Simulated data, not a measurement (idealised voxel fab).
process module | voxel wiring stack
cross-section cut | 235 nm wide | cells 5 nm
A cross-section is a grid of square cells, given in bands from the top down. A band is one or more rows of cells.
Each band's line starts with the height of the band's top and of its bottom, in nm. Then come its materials from left to right, each with its width in nm. One material with "throughout" fills the band from edge to edge. "air" is empty space.
Height 0 is the level under which the wafer as received is all one material. The lowest band goes on downwards, as in "0 down".
A width such as "30 to 40" changes by the same amount from each row of cells to the next, from the band's top row to its bottom row.
"no change" after a step means that no cell of the cross-section changed.
closed voids: empty space of 8 cells or more with no open way to the top, each as width x height at its distance from the left edge, in nm
after a step's settings: what the simulator itself notes on the step
overlay nm, on a step with a mask: how far to the right of its planned place the mask lay; to the left if negative
plan
1 op RECEIVE | material Si
2 op CONFORMAL_DEP | material SiO2 | thk nm 10
3 op DIRECTIONAL_DEP | material TiN | thk nm 5
4 op DIRECTIONAL_DEP | material Ru | thk nm 15
5 op DIRECTIONAL_DEP | material aC | thk nm 15
6 op PATTERN | tone cover | mask id METAL_1 | material resist | width nm 20 | pitch nm 50 | thk nm 30 | overlay nm 0
7 op DIRECTIONAL_ETCH | etch materials aC | depth nm 15
8 op STRIP | etch materials resist
9 op DIRECTIONAL_ETCH | etch materials Ru | depth nm 15
10 op DIRECTIONAL_ETCH | etch materials TiN | depth nm 5
11 op STRIP | etch materials aC
12 op CONFORMAL_DEP | material SiCN | thk nm 5
13 op FILL_DEP | material SiO2 | thk nm 5
14 op CMP | height nm 30
15 op CONFORMAL_DEP | material SiCN | thk nm 5
16 op DIRECTIONAL_DEP | material SiO2 | thk nm 15
17 op DIRECTIONAL_DEP | material aC | thk nm 10
18 op PATTERN | tone open | mask id PLUG_1 | material resist | width nm 15 | pitch nm 50 | thk nm 25 | overlay nm 0
19 op DIRECTIONAL_ETCH | etch materials aC | depth nm 10
20 op STRIP | etch materials resist
21 op DIRECTIONAL_ETCH | etch materials SiO2 | depth nm 15
22 op DIRECTIONAL_ETCH | etch materials SiCN | depth nm 5
23 op STRIP | etch materials aC
24 op CONFORMAL_DEP | material TiN | thk nm 5
25 op FILL_DEP | material Ru | thk nm 5
26 op CMP | height nm 50
27 op CONFORMAL_DEP | material SiN | thk nm 5
28 op DIRECTIONAL_DEP | material lowk | thk nm 25
29 op MASKED_ETCH | tone open | mask id METAL_2 | width nm 20 | pitch nm 50 | etch materials lowk | depth nm 25 | overlay nm 0
30 op MASKED_ETCH | tone open | mask id METAL_2 | width nm 20 | pitch nm 50 | etch materials SiN | depth nm 5 | overlay nm 0
31 op CONFORMAL_DEP | material TiN | thk nm 5
32 op FILL_DEP | material W | thk nm 5
33 op CMP | height nm 80
34 op CONFORMAL_DEP | material SiCN | thk nm 5
35 op DIRECTIONAL_DEP | material SiO2 | thk nm 30
36 op DIRECTIONAL_DEP | material aC | thk nm 10
37 op PATTERN | tone open | mask id METAL_3_HOLES | material resist | width nm 15 | thk nm 30 | overlay nm 0
38 op DIRECTIONAL_ETCH | etch materials aC | depth nm 10
39 op STRIP | etch materials resist
40 op DIRECTIONAL_ETCH | etch materials SiO2 | depth nm 30
41 op STRIP | etch materials aC
42 op MASKED_ETCH | tone open | mask id METAL_3 | width nm 20 | pitch nm 50 | etch materials SiO2 | depth nm 15 | overlay nm 0
43 op MASKED_ETCH | tone open | mask id METAL_3 | width nm 20 | pitch nm 50 | etch materials SiCN | depth nm 5 | overlay nm 0
44 op CONFORMAL_DEP | material TiN | thk nm 5
45 op FILL_DEP | material Ru | thk nm 5
46 op CMP | height nm 115
47 op CONFORMAL_DEP | material SiN | thk nm 5
varied across the wafers: width nm of step 18. The plan shows the first wafer's value. All wafers start alike
first wafer as received, after step 1
  0 down: Si throughout
  closed voids: none
first wafer at the end, after step 47
  120 to 115: SiN throughout
  115 to 105: SiO2 80 | TiN 5 | Ru 10 | TiN 5 | SiO2 30 | TiN 5 | Ru 10 | TiN 5 | SiO2 85
  105 to 100: SiO2 80 | TiN 5 | Ru 5 | TiN 10 | SiO2 30 | TiN 20 | SiO2 85
  100 to 85: SiO2 80 | TiN 5 | Ru 5 | TiN 5 | SiO2 140
  85 to 80: SiCN 80 | TiN 15 | SiCN 140
  80 to 55: lowk 80 | TiN 5 | W 10 | TiN 5 | lowk 30 | TiN 5 | W 10 | TiN 5 | lowk 85
  55 to 50: SiN 80 | TiN 20 | SiN 30 | TiN 20 | SiN 85
  50 to 35: SiO2 80 | TiN 5 | Ru 5 | TiN 5 | SiO2 35 | TiN 5 | Ru 5 | TiN 5 | SiO2 90
  35 to 30: SiCN 80 | TiN 15 | SiCN 35 | TiN 15 | SiCN 90
  30 to 15: SiO2 75 | SiCN 5 | Ru 20 | SiCN 5 | SiO2 20 | SiCN 5 | Ru 20 | SiCN 5 | SiO2 80
  15 to 10: SiCN 80 | TiN 20 | SiCN 30 | TiN 20 | SiCN 85
  10 to 0: SiO2 throughout
  0 down: Si throughout
  closed voids: none
last wafer at the end
  120 to 115: SiN throughout
  115 to 105: SiO2 80 | TiN 5 | Ru 10 | TiN 5 | SiO2 30 | TiN 5 | Ru 10 | TiN 5 | SiO2 85
  105 to 100: SiO2 80 | TiN 5 | Ru 5 | TiN 10 | SiO2 30 | TiN 20 | SiO2 85
  100 to 85: SiO2 80 | TiN 5 | Ru 5 | TiN 5 | SiO2 140
  85 to 80: SiCN 80 | TiN 15 | SiCN 140
  80 to 55: lowk 80 | TiN 5 | W 10 | TiN 5 | lowk 30 | TiN 5 | W 10 | TiN 5 | lowk 85
  55 to 50: SiN 80 | TiN 20 | SiN 30 | TiN 20 | SiN 85
  50 to 35: SiO2 75 | TiN 5 | Ru 20 | TiN 5 | SiO2 20 | TiN 5 | Ru 20 | TiN 5 | SiO2 80
  35 to 30: SiCN 75 | TiN 30 | SiCN 20 | TiN 30 | SiCN 80
  30 to 15: SiO2 75 | SiCN 5 | Ru 20 | SiCN 5 | SiO2 20 | SiCN 5 | Ru 20 | SiCN 5 | SiO2 80
  15 to 10: SiCN 80 | TiN 20 | SiCN 30 | TiN 20 | SiCN 85
  10 to 0: SiO2 throughout
  0 down: Si throughout
  closed voids: none
each wafer at the end: cells of each material gained (+) or lost (-) since it was received, then its closed voids
width nm 15 | +42 Ru | +136 SiCN | +86 SiN | +571 SiO2 | +78 TiN | +20 W | +195 lowk | closed voids: none
width nm 20 | +48 Ru | +134 SiCN | +86 SiN | +565 SiO2 | +80 TiN | +20 W | +195 lowk | closed voids: none
width nm 25 | +54 Ru | +132 SiCN | +86 SiN | +559 SiO2 | +82 TiN | +20 W | +195 lowk | closed voids: none
width nm 30 | +60 Ru | +130 SiCN | +86 SiN | +553 SiO2 | +84 TiN | +20 W | +195 lowk | closed voids: none
